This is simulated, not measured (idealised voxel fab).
Title: Process Module voxel tone inversion
This is section cut - it's 200 nm across, gridded in 5 nm square cells.
Heads up, the way a cross-section reads in here is a grid of square cells, handed over as bands from the top down, with every band being one or more rows of cells. Look at the band entry: it leads with the top's height and the bottom's height in nm. Then it lists the materials left to right, with a width in nm for each. The word "everywhere" on a single material says that material fills the band edge to edge. The word "air" is empty space. Heads up on the height convention: 0 is the point under which the incoming wafer is all one material, and the lowest band has no bottom, it just keeps going down, like "0 and below". With a width like "30..40", each row of cells in the band differs from the next by the same amount, the top row carrying the first number and the bottom row the second. It should be understood that the words "left unchanged", when stated for a given step, signify that the cross-section underwent no change in any of its cells during that step. The label "Unvented voids" introduces a list of the empty spaces, 8 cells or larger, that have no open way up to the top; each entry in it reads width x height at distance, where the distance is taken from the left edge and all three are stated in nm. Formally, on a step line, whatever follows the settings is a remark that the simulator itself makes on the step. On any step carrying a mask, the "overlay nm" setting, if present on the step's line, tells how far right of its planned place the mask lay; negative values point to the left.
-- The planned process steps are enumerated hereunder
1. RECEIVE,material Si
2. CONFORMAL_DEP,material SiCN,thk nm 5
3. DIRECTIONAL_DEP,material polySi,thk nm 25
4. PATTERN,tone cover,mask id POSTS,material resist,width nm 25,pitch nm 45,thk nm 30,overlay nm 0
5. DIRECTIONAL_ETCH,etch materials polySi,depth nm 25
6. STRIP,etch materials resist
7. FILL_DEP,material lowk,thk nm 10
8. CMP,height nm 30
9. STRIP,etch materials polySi
10. CONFORMAL_DEP,material TiN,thk nm 5
11. FILL_DEP,material Cu,thk nm 10
12. CMP,height nm 30
13. CONFORMAL_DEP,material SiN,thk nm 5
-- Shown in cross-section is the wafer as received, that is, as it stands after step 1
    0 and below  Si everywhere
    Unvented voids: none
-- Wafer cross-section at module end: first of two, run to plan
    35 down to 30  SiN everywhere
    30 down to 10  lowk (40) | TiN (5) | Cu (15) | TiN (5) | lowk (20) | TiN (5) | Cu (15) | TiN (5) | lowk (20) | TiN (5) | Cu (15) | TiN (5) | lowk (45)
    10 down to 5  lowk (40) | TiN (25) | lowk (20) | TiN (25) | lowk (20) | TiN (25) | lowk (45)
    5 down to 0  SiCN everywhere
    0 and below  Si everywhere
    Unvented voids: none
-- Cross-section, second wafer: same start as the first, same plan as the first, one mistake in running it; taken at the end of the module
    35 down to 30  SiN everywhere
    30 down to 25  SiCN everywhere
    25 down to 0  polySi everywhere
    0 and below  Si everywhere
    Unvented voids: none
Run error: steps 2 and 3 swapped
FYI, end of process, the second wafer has more or fewer cells of some materials than the first: -36 Cu; -39 TiN; -125 lowk; +200 polySi
